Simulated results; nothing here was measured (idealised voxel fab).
process module | voxel wiring stack
cross-section cut | 155 nm wide | cells 5 nm
A cross-section is a grid of square cells, given in bands from the top down. A band is one or more rows of cells.
Each band's line starts with the height of the band's top and of its bottom, in nm. Then come its materials from left to right, each with its width in nm. One material with "throughout" fills the band from edge to edge. "air" is empty space.
Height 0 is the level under which the wafer as received is all one material. The lowest band goes on downwards, as in "0 down".
A width such as "30 to 40" changes by the same amount from each row of cells to the next, from the band's top row to its bottom row.
"no change" after a step means that no cell of the cross-section changed.
closed voids: empty space of 8 cells or more with no open way to the top, each as width x height at its distance from the left edge, in nm
after a step's settings: what the simulator itself notes on the step
overlay nm, on a step with a mask: how far to the right of its planned place the mask lay; to the left if negative
plan
1 op RECEIVE | material Si
2 op CONFORMAL_DEP | material SiO2 | thk nm 10
3 op DIRECTIONAL_DEP | material TiN | thk nm 5
4 op DIRECTIONAL_DEP | material Ru | thk nm 15
5 op MASKED_ETCH | tone cover | mask id METAL_1 | width nm 25 | pitch nm 45 | etch materials Ru | depth nm 15 | overlay nm 0
6 op MASKED_ETCH | tone cover | mask id METAL_1 | width nm 25 | pitch nm 45 | etch materials TiN | depth nm 5 | overlay nm 0
7 op FILL_DEP | material lowk | thk nm 5
8 op CMP | height nm 30
9 op CONFORMAL_DEP | material SiCN | thk nm 5
10 op DIRECTIONAL_DEP | material lowk | thk nm 10
11 op MASKED_ETCH | tone open | mask id PLUG_1 | width nm 15 | pitch nm 45 | etch materials lowk | depth nm 10 | overlay nm 0
12 op MASKED_ETCH | tone open | mask id PLUG_1 | width nm 15 | pitch nm 45 | etch materials SiCN | depth nm 5 | overlay nm 0
13 op EPI | material Ru | thk nm 10
14 op EPI | material Ru | thk nm 5
15 op CONFORMAL_DEP | material SiCN | thk nm 5
16 op DIRECTIONAL_DEP | material SiO2 | thk nm 25
17 op PATTERN | tone open | mask id METAL_2 | material resist | width nm 25 | pitch nm 45 | thk nm 20 | overlay nm 0
18 op DIRECTIONAL_ETCH | etch materials SiO2 | depth nm 25
19 op DIRECTIONAL_ETCH | etch materials SiCN | depth nm 5
20 op STRIP | etch materials resist
21 op CONFORMAL_DEP | material TiN | thk nm 5
22 op FILL_DEP | material Ru | thk nm 10
23 op CMP | height nm 75
24 op CONFORMAL_DEP | material SiCN | thk nm 5
25 op DIRECTIONAL_DEP | material SiO2 | thk nm 35
26 op PATTERN | tone open | mask id METAL_3 | material resist | width nm 25 | pitch nm 45 | thk nm 20 | overlay nm 0
27 op DIRECTIONAL_ETCH | etch materials SiO2 | depth nm 20
28 op STRIP | etch materials resist
29 op MASKED_ETCH | tone open | mask id METAL_3_HOLES | width nm 15 | pitch nm 90 | etch materials SiO2 | depth nm 15 | overlay nm 0
30 op MASKED_ETCH | tone open | mask id METAL_3_HOLES | width nm 15 | pitch nm 90 | etch materials SiCN | depth nm 5 | overlay nm 0
31 op CONFORMAL_DEP | material TiN | thk nm 5
32 op FILL_DEP | material Cu | thk nm 5
33 op CMP | height nm 115
34 op CONFORMAL_DEP | material SiN | thk nm 5
as received, after step 1
  0 down: Si throughout
  closed voids: none
first wafer at the end, as planned
  120 to 115: SiN throughout
  115 to 100: SiO2 20 | TiN 5 | Cu 15 | TiN 5 | SiO2 20 | TiN 5 | Cu 15 | TiN 5 | SiO2 20 | TiN 5 | Cu 15 | TiN 5 | SiO2 20
  100 to 95: SiO2 20 | TiN 5 | Cu 5 | TiN 15 | SiO2 20 | TiN 25 | SiO2 20 | TiN 5 | Cu 5 | TiN 15 | SiO2 20
  95 to 80: SiO2 20 | TiN 5 | Cu 5 | TiN 5 | SiO2 75 | TiN 5 | Cu 5 | TiN 5 | SiO2 30
  80 to 75: SiCN 20 | TiN 15 | SiCN 75 | TiN 15 | SiCN 30
  75 to 50: SiO2 20 | TiN 5 | Ru 15 | TiN 5 | SiO2 20 | TiN 5 | Ru 15 | TiN 5 | SiO2 20 | TiN 5 | Ru 15 | TiN 5 | SiO2 20
  50 to 45: SiCN 20 | TiN 25 | SiCN 20 | TiN 25 | SiCN 20 | TiN 25 | SiCN 20
  45 to 35: lowk 20 | Ru 15 | lowk 30 | Ru 15 | lowk 30 | Ru 15 | lowk 30
  35 to 30: SiCN 20 | Ru 15 | SiCN 30 | Ru 15 | SiCN 30 | Ru 15 | SiCN 30
  30 to 15: lowk 20 | Ru 25 | lowk 20 | Ru 25 | lowk 20 | Ru 25 | lowk 20
  15 to 10: lowk 20 | TiN 25 | lowk 20 | TiN 25 | lowk 20 | TiN 25 | lowk 20
  10 to 0: SiO2 throughout
  0 down: Si throughout
  closed voids: none
second wafer at the end: like start, like plan, one mistake
  120 to 115: SiN throughout
  115 to 100: SiO2 20 | TiN 5 | Cu 15 | TiN 5 | SiO2 20 | TiN 5 | Cu 15 | TiN 5 | SiO2 20 | TiN 5 | Cu 15 | TiN 5 | SiO2 20
  100 to 95: SiO2 20 | TiN 5 | Cu 5 | TiN 15 | SiO2 20 | TiN 25 | SiO2 20 | TiN 5 | Cu 5 | TiN 15 | SiO2 20
  95 to 80: SiO2 20 | TiN 5 | Cu 5 | TiN 5 | SiO2 75 | TiN 5 | Cu 5 | TiN 5 | SiO2 30
  80 to 75: SiCN 20 | TiN 15 | SiCN 75 | TiN 15 | SiCN 30
  75 to 50: SiO2 20 | TiN 5 | Ru 15 | TiN 5 | SiO2 20 | TiN 5 | Ru 15 | TiN 5 | SiO2 20 | TiN 5 | Ru 15 | TiN 5 | SiO2 20
  50 to 45: SiCN 20 | TiN 25 | SiCN 20 | TiN 25 | SiCN 20 | TiN 25 | SiCN 20
  45 to 35: lowk 20 | Ru 15 | lowk 30 | Ru 15 | lowk 30 | Ru 15 | lowk 30
  35 to 30: SiCN 20 | Ru 15 | SiCN 30 | Ru 15 | SiCN 30 | Ru 15 | SiCN 30
  30 to 15: lowk 20 | Ru 25 | lowk 20 | Ru 25 | lowk 20 | Ru 25 | lowk 20
  15 to 10: lowk 20 | TiN 25 | lowk 20 | TiN 25 | lowk 20 | TiN 25 | lowk 20
  10 to 0: Cu throughout
  0 down: Si throughout
  closed voids: none
what went wrong: step 2 ran as: op CONFORMAL_DEP | material Cu | thk nm 10
at the end the second wafer has, in cells: 62 more of Cu | 62 fewer of SiO2
